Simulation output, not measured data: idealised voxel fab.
This is a process module. Its name is voxel plated lines.
For reference, the cross-section in this document is cut, with width 245 nm and square cells of 5 nm.
A cross-section is a grid of square cells, given in bands from the top down. A band is one or more rows of cells.
What a band's entry tells you: where the top is and where the bottom is, as heights in nm, and after that what lies inside, material by material from left to right, each with its width in nm. Empty space is written as the word "blank", and a single material marked with the word "all across" occupies the band from edge to edge.
Measure heights from 0. That's the level where, below it, the as-received wafer is all one material. The lowest band is bottomless and extends downward; write it as in "top 0, no bottom".
So if you see something like "30..40" for the width, read it as the top row of the band sitting at the first number and the bottom row at the second, with every row in between moving by the same amount as the last.
Basically "same as before" means that step didn't change any cell in the cross-section.
The entry titled "Entrapped voids" provides the empty spaces that have no open way to the top, restricted to those of 8 cells or more. Each is presented as width x height at distance, the distance being measured from the left edge, with all three in nm.
Anything after a step's settings on that line? It's the simulator's own note about the step.
overlay nm: mask right of planned place by this much (step with mask). Neg. = left.
Layout of what follows: cross-section pairs, each bracketing one process step, the after cross-section shown only to the lowest band that changed, the step between and its settings noted under each pair. Pairs may originate in different runs of this module on the same starting wafer; a pair continues from the pair above only where its entry headed "Snapshot before" says so.

Snapshot before
    top 0, no bottom  Si all across
    Entrapped voids: none

Resulting Structure
    top 15, bottom 0  SiN all across
    No changes below 0.
    Entrapped voids: none
To go from the before cross-section above to the after cross-section, apply CONFORMAL_DEP [material SiN] [thk nm 15]

Snapshot before: as shown after the step in the preceding pair, directly above.

Resulting Structure
    top 20, bottom 15  TiN all across
    No changes below 15.
    Entrapped voids: none
To go from the before cross-section above to the after cross-section, apply DIRECTIONAL_DEP [material TiN] [thk nm 5]

Snapshot before: as shown after the step in the preceding pair, directly above.

Resulting Structure
    top 60, bottom 20  80 resist, then 15 blank, then 20 resist, then 15 blank, then 20 resist, then 15 blank, then 80 resist
    No changes below 20.
    Entrapped voids: none
To go from the before cross-section above to the after cross-section, apply PATTERN [tone open] [mask id LINES] [material resist] [width nm 15] [pitch nm 35] [thk nm 40] [overlay nm 0]

Snapshot before: as shown after the step in the preceding pair, directly above.

Resulting Structure
    top 60, bottom 25  80 resist, then 15 blank, then 20 resist, then 15 blank, then 20 resist, then 15 blank, then 80 resist
    top 25, bottom 20  80 resist, then 15 Ru, then 20 resist, then 15 Ru, then 20 resist, then 15 Ru, then 80 resist
    No changes below 20.
    Entrapped voids: none
To go from the before cross-section above to the after cross-section, apply EPI [material Ru] [thk nm 5]

Snapshot before: as shown after the step in the preceding pair, directly above.

Resulting Structure
    top 60, bottom 30  80 resist, then 15 blank, then 20 resist, then 15 blank, then 20 resist, then 15 blank, then 80 resist
    top 30, bottom 20  80 resist, then 15 Ru, then 20 resist, then 15 Ru, then 20 resist, then 15 Ru, then 80 resist
    No changes below 20.
    Entrapped voids: none
To go from the before cross-section above to the after cross-section, apply EPI [material Ru] [thk nm 5]

Snapshot before: as shown after the step in the preceding pair, directly above.

Resulting Structure
    top 60, bottom 35  80 resist, then 15 blank, then 20 resist, then 15 blank, then 20 resist, then 15 blank, then 80 resist
    top 35, bottom 20  80 resist, then 15 Ru, then 20 resist, then 15 Ru, then 20 resist, then 15 Ru, then 80 resist
    No changes below 20.
    Entrapped voids: none
To go from the before cross-section above to the after cross-section, apply EPI [material Ru] [thk nm 5]

Snapshot before: as shown after the step in the preceding pair, directly above.

Resulting Structure
    top 35, bottom 20  80 blank, then 15 Ru, then 20 blank, then 15 Ru, then 20 blank, then 15 Ru, then 80 blank
    No changes below 20.
    Entrapped voids: none
To go from the before cross-section above to the after cross-section, apply STRIP [etch materials resist]

Snapshot before: as shown after the step in the preceding pair, directly above.

Resulting Structure
    top 35, bottom 20  80 blank, then 15 Ru, then 20 blank, then 15 Ru, then 20 blank, then 15 Ru, then 80 blank
    top 20, bottom 15  80 blank, then 15 TiN, then 20 blank, then 15 TiN, then 20 blank, then 15 TiN, then 80 blank
    No changes below 15.
    Entrapped voids: none
To go from the before cross-section above to the after cross-section, apply DIRECTIONAL_ETCH [etch materials TiN] [depth nm 5]

Snapshot before: as shown after the step in the preceding pair, directly above.

Resulting Structure
    top 45, bottom 35  70 blank, then 105 SiN, then 70 blank
    top 35, bottom 25  70 blank, then 10 SiN, then 15 Ru, then 20 SiN, then 15 Ru, then 20 SiN, then 15 Ru, then 10 SiN, then 70 blank
    top 25, bottom 20  80 SiN, then 15 Ru, then 20 SiN, then 15 Ru, then 20 SiN, then 15 Ru, then 80 SiN
    top 20, bottom 15  80 SiN, then 15 TiN, then 20 SiN, then 15 TiN, then 20 SiN, then 15 TiN, then 80 SiN
    No changes below 15.
    Entrapped voids: none
To go from the before cross-section above to the after cross-section, apply CONFORMAL_DEP [material SiN] [thk nm 10]

Snapshot before
    top 15, bottom 0  SiN all across
    top 0, no bottom  Si all across
    Entrapped voids: none

Resulting Structure
    top 30, bottom 0  SiN all across
    No changes below 0.
    Entrapped voids: none
To go from the before cross-section above to the after cross-section, apply CONFORMAL_DEP [material SiN] [thk nm 15]

Snapshot before: as shown after the step in the preceding pair, directly above.

Resulting Structure
    top 35, bottom 30  TiN all across
    No changes below 30.
    Entrapped voids: none
To go from the before cross-section above to the after cross-section, apply DIRECTIONAL_DEP [material TiN] [thk nm 5]

Snapshot before: as shown after the step in the preceding pair, directly above.

Resulting Structure
    top 75, bottom 35  80 resist, then 15 blank, then 20 resist, then 15 blank, then 20 resist, then 15 blank, then 80 resist
    No changes below 35.
    Entrapped voids: none
To go from the before cross-section above to the after cross-section, apply PATTERN [tone open] [mask id LINES] [material resist] [width nm 15] [pitch nm 35] [thk nm 40] [overlay nm 0]

Snapshot before: as shown after the step in the preceding pair, directly above.

Resulting Structure
    top 75, bottom 40  80 resist, then 15 blank, then 20 resist, then 15 blank, then 20 resist, then 15 blank, then 80 resist
    top 40, bottom 35  80 resist, then 15 Ru, then 20 resist, then 15 Ru, then 20 resist, then 15 Ru, then 80 resist
    No changes below 35.
    Entrapped voids: none
To go from the before cross-section above to the after cross-section, apply EPI [material Ru] [thk nm 5]

Snapshot before: as shown after the step in the preceding pair, directly above.

Resulting Structure
    top 75, bottom 45  80 resist, then 15 blank, then 20 resist, then 15 blank, then 20 resist, then 15 blank, then 80 resist
    top 45, bottom 35  80 resist, then 15 Ru, then 20 resist, then 15 Ru, then 20 resist, then 15 Ru, then 80 resist
    No changes below 35.
    Entrapped voids: none
To go from the before cross-section above to the after cross-section, apply EPI [material Ru] [thk nm 5]

Snapshot before: as shown after the step in the preceding pair, directly above.

Resulting Structure
    top 75, bottom 50  80 resist, then 15 blank, then 20 resist, then 15 blank, then 20 resist, then 15 blank, then 80 resist
    top 50, bottom 35  80 resist, then 15 Ru, then 20 resist, then 15 Ru, then 20 resist, then 15 Ru, then 80 resist
    No changes below 35.
    Entrapped voids: none
To go from the before cross-section above to the after cross-section, apply EPI [material Ru] [thk nm 5]

Snapshot before: as shown after the step in the preceding pair, directly above.

Resulting Structure
    top 50, bottom 35  80 blank, then 15 Ru, then 20 blank, then 15 Ru, then 20 blank, then 15 Ru, then 80 blank
    No changes below 35.
    Entrapped voids: none
To go from the before cross-section above to the after cross-section, apply STRIP [etch materials resist]

Snapshot before: as shown after the step in the preceding pair, directly above.

Resulting Structure
    top 50, bottom 35  80 blank, then 15 Ru, then 20 blank, then 15 Ru, then 20 blank, then 15 Ru, then 80 blank
    top 35, bottom 30  80 blank, then 15 TiN, then 20 blank, then 15 TiN, then 20 blank, then 15 TiN, then 80 blank
    No changes below 30.
    Entrapped voids: none
To go from the before cross-section above to the after cross-section, apply DIRECTIONAL_ETCH [etch materials TiN] [depth nm 5]

Snapshot before: as shown after the step in the preceding pair, directly above.

Resulting Structure
    top 60, bottom 50  70 blank, then 105 SiN, then 70 blank
    top 50, bottom 40  70 blank, then 10 SiN, then 15 Ru, then 20 SiN, then 15 Ru, then 20 SiN, then 15 Ru, then 10 SiN, then 70 blank
    top 40, bottom 35  80 SiN, then 15 Ru, then 20 SiN, then 15 Ru, then 20 SiN, then 15 Ru, then 80 SiN
    top 35, bottom 30  80 SiN, then 15 TiN, then 20 SiN, then 15 TiN, then 20 SiN, then 15 TiN, then 80 SiN
    No changes below 30.
    Entrapped voids: none
To go from the before cross-section above to the after cross-section, apply CONFORMAL_DEP [material SiN] [thk nm 10]

Snapshot before
    top 20, bottom 15  TiN all across
    top 15, bottom 0  SiN all across
    top 0, no bottom  Si all across
    Entrapped voids: none

Resulting Structure
    top 25, bottom 20  Ru all across
    No changes below 20.
    Entrapped voids: none
To go from the before cross-section above to the after cross-section, apply EPI [material Ru] [thk nm 5]

Snapshot before: as shown after the step in the preceding pair, directly above.

Resulting Structure
    top 65, bottom 25  80 resist, then 15 blank, then 20 resist, then 15 blank, then 20 resist, then 15 blank, then 80 resist
    No changes below 25.
    Entrapped voids: none
To go from the before cross-section above to the after cross-section, apply PATTERN [tone open] [mask id LINES] [material resist] [width nm 15] [pitch nm 35] [thk nm 40] [overlay nm 0]

Snapshot before: as shown after the step in the preceding pair, directly above.

Resulting Structure
    top 65, bottom 30  80 resist, then 15 blank, then 20 resist, then 15 blank, then 20 resist, then 15 blank, then 80 resist
    top 30, bottom 25  80 resist, then 15 Ru, then 20 resist, then 15 Ru, then 20 resist, then 15 Ru, then 80 resist
    No changes below 25.
    Entrapped voids: none
To go from the before cross-section above to the after cross-section, apply EPI [material Ru] [thk nm 5]

Snapshot before: as shown after the step in the preceding pair, directly above.

Resulting Structure
    top 65, bottom 35  80 resist, then 15 blank, then 20 resist, then 15 blank, then 20 resist, then 15 blank, then 80 resist
    top 35, bottom 25  80 resist, then 15 Ru, then 20 resist, then 15 Ru, then 20 resist, then 15 Ru, then 80 resist
    No changes below 25.
    Entrapped voids: none
To go from the before cross-section above to the after cross-section, apply EPI [material Ru] [thk nm 5]

Snapshot before: as shown after the step in the preceding pair, directly above.

Resulting Structure
    top 35, bottom 25  80 blank, then 15 Ru, then 20 blank, then 15 Ru, then 20 blank, then 15 Ru, then 80 blank
    No changes below 25.
    Entrapped voids: none
To go from the before cross-section above to the after cross-section, apply STRIP [etch materials resist]

Snapshot before: as shown after the step in the preceding pair, directly above.

Resulting Structure
    top 45, bottom 35  70 blank, then 105 SiN, then 70 blank
    top 35, bottom 25  80 SiN, then 15 Ru, then 20 SiN, then 15 Ru, then 20 SiN, then 15 Ru, then 80 SiN
    No changes below 25.
    Entrapped voids: none
To go from the before cross-section above to the after cross-section, apply CONFORMAL_DEP [material SiN] [thk nm 10]

Snapshot before
    top 15, bottom 0  SiN all across
    top 0, no bottom  Si all across
    Entrapped voids: none

Resulting Structure
    top 30, bottom 15  TiN all across
    No changes below 15.
    Entrapped voids: none
To go from the before cross-section above to the after cross-section, apply DIRECTIONAL_DEP [material TiN] [thk nm 15]

Snapshot before: as shown after the step in the preceding pair, directly above.

Resulting Structure
    top 70, bottom 30  80 resist, then 15 blank, then 20 resist, then 15 blank, then 20 resist, then 15 blank, then 80 resist
    No changes below 30.
    Entrapped voids: none
To go from the before cross-section above to the after cross-section, apply PATTERN [tone open] [mask id LINES] [material resist] [width nm 15] [pitch nm 35] [thk nm 40] [overlay nm 0]

Snapshot before: as shown after the step in the preceding pair, directly above.

Resulting Structure
    top 70, bottom 35  80 resist, then 15 blank, then 20 resist, then 15 blank, then 20 resist, then 15 blank, then 80 resist
    top 35, bottom 30  80 resist, then 15 Ru, then 20 resist, then 15 Ru, then 20 resist, then 15 Ru, then 80 resist
    No changes below 30.
    Entrapped voids: none
To go from the before cross-section above to the after cross-section, apply EPI [material Ru] [thk nm 5]

Snapshot before: as shown after the step in the preceding pair, directly above.

Resulting Structure
    top 70, bottom 40  80 resist, then 15 blank, then 20 resist, then 15 blank, then 20 resist, then 15 blank, then 80 resist
    top 40, bottom 30  80 resist, then 15 Ru, then 20 resist, then 15 Ru, then 20 resist, then 15 Ru, then 80 resist
    No changes below 30.
    Entrapped voids: none
To go from the before cross-section above to the after cross-section, apply EPI [material Ru] [thk nm 5]

Snapshot before: as shown after the step in the preceding pair, directly above.

Resulting Structure
    top 70, bottom 45  80 resist, then 15 blank, then 20 resist, then 15 blank, then 20 resist, then 15 blank, then 80 resist
    top 45, bottom 30  80 resist, then 15 Ru, then 20 resist, then 15 Ru, then 20 resist, then 15 Ru, then 80 resist
    No changes below 30.
    Entrapped voids: none
To go from the before cross-section above to the after cross-section, apply EPI [material Ru] [thk nm 5]

Snapshot before: as shown after the step in the preceding pair, directly above.

Resulting Structure
    top 45, bottom 30  80 blank, then 15 Ru, then 20 blank, then 15 Ru, then 20 blank, then 15 Ru, then 80 blank
    No changes below 30.
    Entrapped voids: none
To go from the before cross-section above to the after cross-section, apply STRIP [etch materials resist]

Snapshot before: as shown after the step in the preceding pair, directly above.

Resulting Structure
    top 45, bottom 30  80 blank, then 15 Ru, then 20 blank, then 15 Ru, then 20 blank, then 15 Ru, then 80 blank
    top 30, bottom 25  80 blank, then 15 TiN, then 20 blank, then 15 TiN, then 20 blank, then 15 TiN, then 80 blank
    No changes below 25.
    Entrapped voids: none
To go from the before cross-section above to the after cross-section, apply DIRECTIONAL_ETCH [etch materials TiN] [depth nm 5]

Snapshot before: as shown after the step in the preceding pair, directly above.

Resulting Structure
    top 55, bottom 45  70 blank, then 105 SiN, then 70 blank
    top 45, bottom 35  70 blank, then 10 SiN, then 15 Ru, then 20 SiN, then 15 Ru, then 20 SiN, then 15 Ru, then 10 SiN, then 70 blank
    top 35, bottom 30  80 SiN, then 15 Ru, then 20 SiN, then 15 Ru, then 20 SiN, then 15 Ru, then 80 SiN
    top 30, bottom 25  80 SiN, then 15 TiN, then 20 SiN, then 15 TiN, then 20 SiN, then 15 TiN, then 80 SiN
    No changes below 25.
    Entrapped voids: none
To go from the before cross-section above to the after cross-section, apply CONFORMAL_DEP [material SiN] [thk nm 10]

Snapshot before
    top 20, bottom 15  TiN all across
    top 15, bottom 0  SiN all across
    top 0, no bottom  Si all across
    Entrapped voids: none

Resulting Structure
    top 60, bottom 20  80 resist, then 20 blank, then 15 resist, then 20 blank, then 15 resist, then 20 blank, then 75 resist
    No changes below 20.
    Entrapped voids: none
To go from the before cross-section above to the after cross-section, apply PATTERN [tone open] [mask id LINES] [material resist] [width nm 20] [pitch nm 35] [thk nm 40] [overlay nm 0]

Snapshot before: as shown after the step in the preceding pair, directly above.

Resulting Structure
    top 60, bottom 25  80 resist, then 20 blank, then 15 resist, then 20 blank, then 15 resist, then 20 blank, then 75 resist
    top 25, bottom 20  80 resist, then 20 Ru, then 15 resist, then 20 Ru, then 15 resist, then 20 Ru, then 75 resist
    No changes below 20.
    Entrapped voids: none
To go from the before cross-section above to the after cross-section, apply EPI [material Ru] [thk nm 5]

Snapshot before: as shown after the step in the preceding pair, directly above.

Resulting Structure
    top 60, bottom 30  80 resist, then 20 blank, then 15 resist, then 20 blank, then 15 resist, then 20 blank, then 75 resist
    top 30, bottom 20  80 resist, then 20 Ru, then 15 resist, then 20 Ru, then 15 resist, then 20 Ru, then 75 resist
    No changes below 20.
    Entrapped voids: none
To go from the before cross-section above to the after cross-section, apply EPI [material Ru] [thk nm 5]

Snapshot before: as shown after the step in the preceding pair, directly above.

Resulting Structure
    top 60, bottom 35  80 resist, then 20 blank, then 15 resist, then 20 blank, then 15 resist, then 20 blank, then 75 resist
    top 35, bottom 20  80 resist, then 20 Ru, then 15 resist, then 20 Ru, then 15 resist, then 20 Ru, then 75 resist
    No changes below 20.
    Entrapped voids: none
To go from the before cross-section above to the after cross-section, apply EPI [material Ru] [thk nm 5]

Snapshot before: as shown after the step in the preceding pair, directly above.

Resulting Structure
    top 35, bottom 20  80 blank, then 20 Ru, then 15 blank, then 20 Ru, then 15 blank, then 20 Ru, then 75 blank
    No changes below 20.
    Entrapped voids: none
To go from the before cross-section above to the after cross-section, apply STRIP [etch materials resist]

Snapshot before: as shown after the step in the preceding pair, directly above.

Resulting Structure
    top 35, bottom 20  80 blank, then 20 Ru, then 15 blank, then 20 Ru, then 15 blank, then 20 Ru, then 75 blank
    top 20, bottom 15  80 blank, then 20 TiN, then 15 blank, then 20 TiN, then 15 blank, then 20 TiN, then 75 blank
    No changes below 15.
    Entrapped voids: none
To go from the before cross-section above to the after cross-section, apply DIRECTIONAL_ETCH [etch materials TiN] [depth nm 5]

Snapshot before: as shown after the step in the preceding pair, directly above.

Resulting Structure
    top 45, bottom 35  70 blank, then 110 SiN, then 65 blank
    top 35, bottom 25  70 blank, then 10 SiN, then 20 Ru, then 15 SiN, then 20 Ru, then 15 SiN, then 20 Ru, then 10 SiN, then 65 blank
    top 25, bottom 20  80 SiN, then 20 Ru, then 15 SiN, then 20 Ru, then 15 SiN, then 20 Ru, then 75 SiN
    top 20, bottom 15  80 SiN, then 20 TiN, then 15 SiN, then 20 TiN, then 15 SiN, then 20 TiN, then 75 SiN
    No changes below 15.
    Entrapped voids: none
To go from the before cross-section above to the after cross-section, apply CONFORMAL_DEP [material SiN] [thk nm 10]

Snapshot before
    top 20, bottom 15  TiN all across
    top 15, bottom 0  SiN all across
    top 0, no bottom  Si all across
    Entrapped voids: none

Resulting Structure
    top 60, bottom 20  85 resist, then 15 blank, then 20 resist, then 15 blank, then 20 resist, then 15 blank, then 75 resist
    No changes below 20.
    Entrapped voids: none
To go from the before cross-section above to the after cross-section, apply PATTERN [tone open] [mask id LINES] [material resist] [width nm 15] [pitch nm 35] [thk nm 40] [overlay nm 5]

Snapshot before: as shown after the step in the preceding pair, directly above.

Resulting Structure
    top 60, bottom 25  85 resist, then 15 blank, then 20 resist, then 15 blank, then 20 resist, then 15 blank, then 75 resist
    top 25, bottom 20  85 resist, then 15 Ru, then 20 resist, then 15 Ru, then 20 resist, then 15 Ru, then 75 resist
    No changes below 20.
    Entrapped voids: none
To go from the before cross-section above to the after cross-section, apply EPI [material Ru] [thk nm 5]

Snapshot before: as shown after the step in the preceding pair, directly above.

Resulting Structure
    top 60, bottom 30  85 resist, then 15 blank, then 20 resist, then 15 blank, then 20 resist, then 15 blank, then 75 resist
    top 30, bottom 20  85 resist, then 15 Ru, then 20 resist, then 15 Ru, then 20 resist, then 15 Ru, then 75 resist
    No changes below 20.
    Entrapped voids: none
To go from the before cross-section above to the after cross-section, apply EPI [material Ru] [thk nm 5]

Snapshot before: as shown after the step in the preceding pair, directly above.

Resulting Structure
    top 60, bottom 35  85 resist, then 15 blank, then 20 resist, then 15 blank, then 20 resist, then 15 blank, then 75 resist
    top 35, bottom 20  85 resist, then 15 Ru, then 20 resist, then 15 Ru, then 20 resist, then 15 Ru, then 75 resist
    No changes below 20.
    Entrapped voids: none
To go from the before cross-section above to the after cross-section, apply EPI [material Ru] [thk nm 5]

Snapshot before: as shown after the step in the preceding pair, directly above.

Resulting Structure
    top 35, bottom 20  85 blank, then 15 Ru, then 20 blank, then 15 Ru, then 20 blank, then 15 Ru, then 75 blank
    No changes below 20.
    Entrapped voids: none
To go from the before cross-section above to the after cross-section, apply STRIP [etch materials resist]

Snapshot before: as shown after the step in the preceding pair, directly above.

Resulting Structure
    top 35, bottom 20  85 blank, then 15 Ru, then 20 blank, then 15 Ru, then 20 blank, then 15 Ru, then 75 blank
    top 20, bottom 15  85 blank, then 15 TiN, then 20 blank, then 15 TiN, then 20 blank, then 15 TiN, then 75 blank
    No changes below 15.
    Entrapped voids: none
To go from the before cross-section above to the after cross-section, apply DIRECTIONAL_ETCH [etch materials TiN] [depth nm 5]

Snapshot before: as shown after the step in the preceding pair, directly above.

Resulting Structure
    top 45, bottom 35  75 blank, then 105 SiN, then 65 blank
    top 35, bottom 25  75 blank, then 10 SiN, then 15 Ru, then 20 SiN, then 15 Ru, then 20 SiN, then 15 Ru, then 10 SiN, then 65 blank
    top 25, bottom 20  85 SiN, then 15 Ru, then 20 SiN, then 15 Ru, then 20 SiN, then 15 Ru, then 75 SiN
    top 20, bottom 15  85 SiN, then 15 TiN, then 20 SiN, then 15 TiN, then 20 SiN, then 15 TiN, then 75 SiN
    No changes below 15.
    Entrapped voids: none
To go from the before cross-section above to the after cross-section, apply CONFORMAL_DEP [material SiN] [thk nm 10]

Snapshot before
    top 35, bottom 20  80 blank, then 15 Ru, then 20 blank, then 15 Ru, then 20 blank, then 15 Ru, then 80 blank
    top 20, bottom 15  80 blank, then 15 TiN, then 20 blank, then 15 TiN, then 20 blank, then 15 TiN, then 80 blank
    top 15, bottom 0  SiN all across
    top 0, no bottom  Si all across
    Entrapped voids: none

Resulting Structure
    top 45, bottom 25  70 blank, then 105 Ru, then 70 blank
    top 25, bottom 20  Ru all across
    top 20, bottom 15  80 Ru, then 15 TiN, then 20 Ru, then 15 TiN, then 20 Ru, then 15 TiN, then 80 Ru
    No changes below 15.
    Entrapped voids: none
To go from the before cross-section above to the after cross-section, apply CONFORMAL_DEP [material Ru] [thk nm 10]

Snapshot before
    top 20, bottom 15  TiN all across
    top 15, bottom 0  SiN all across
    top 0, no bottom  Si all across
    Entrapped voids: none

Resulting Structure
    top 60, bottom 20  80 blank, then 15 resist, then 20 blank, then 15 resist, then 20 blank, then 15 resist, then 80 blank
    No changes below 20.
    Entrapped voids: none
To go from the before cross-section above to the after cross-section, apply PATTERN [tone cover] [mask id LINES] [material resist] [width nm 15] [pitch nm 35] [thk nm 40] [overlay nm 0]

Snapshot before: as shown after the step in the preceding pair, directly above.

Resulting Structure
    top 60, bottom 25  80 blank, then 15 resist, then 20 blank, then 15 resist, then 20 blank, then 15 resist, then 80 blank
    top 25, bottom 20  80 Ru, then 15 resist, then 20 Ru, then 15 resist, then 20 Ru, then 15 resist, then 80 Ru
    No changes below 20.
    Entrapped voids: none
To go from the before cross-section above to the after cross-section, apply EPI [material Ru] [thk nm 5]

Snapshot before: as shown after the step in the preceding pair, directly above.

Resulting Structure
    top 60, bottom 30  80 blank, then 15 resist, then 20 blank, then 15 resist, then 20 blank, then 15 resist, then 80 blank
    top 30, bottom 20  80 Ru, then 15 resist, then 20 Ru, then 15 resist, then 20 Ru, then 15 resist, then 80 Ru
    No changes below 20.
    Entrapped voids: none
To go from the before cross-section above to the after cross-section, apply EPI [material Ru] [thk nm 5]

Snapshot before: as shown after the step in the preceding pair, directly above.

Resulting Structure
    top 60, bottom 35  80 blank, then 15 resist, then 20 blank, then 15 resist, then 20 blank, then 15 resist, then 80 blank
    top 35, bottom 20  80 Ru, then 15 resist, then 20 Ru, then 15 resist, then 20 Ru, then 15 resist, then 80 Ru
    No changes below 20.
    Entrapped voids: none
To go from the before cross-section above to the after cross-section, apply EPI [material Ru] [thk nm 5]

Snapshot before: as shown after the step in the preceding pair, directly above.

Resulting Structure
    top 35, bottom 20  80 Ru, then 15 blank, then 20 Ru, then 15 blank, then 20 Ru, then 15 blank, then 80 Ru
    No changes below 20.
    Entrapped voids: none
To go from the before cross-section above to the after cross-section, apply STRIP [etch materials resist]

Snapshot before: as shown after the step in the preceding pair, directly above.

Resulting Structure
    top 35, bottom 20  80 Ru, then 15 blank, then 20 Ru, then 15 blank, then 20 Ru, then 15 blank, then 80 Ru
    top 20, bottom 15  80 TiN, then 15 blank, then 20 TiN, then 15 blank, then 20 TiN, then 15 blank, then 80 TiN
    No changes below 15.
    Entrapped voids: none
To go from the before cross-section above to the after cross-section, apply DIRECTIONAL_ETCH [etch materials TiN] [depth nm 5]

Snapshot before: as shown after the step in the preceding pair, directly above.

Resulting Structure
    top 45, bottom 35  SiN all across
    top 35, bottom 20  80 Ru, then 15 SiN, then 20 Ru, then 15 SiN, then 20 Ru, then 15 SiN, then 80 Ru
    top 20, bottom 15  80 TiN, then 15 SiN, then 20 TiN, then 15 SiN, then 20 TiN, then 15 SiN, then 80 TiN
    No changes below 15.
    Entrapped voids: none
To go from the before cross-section above to the after cross-section, apply CONFORMAL_DEP [material SiN] [thk nm 10]
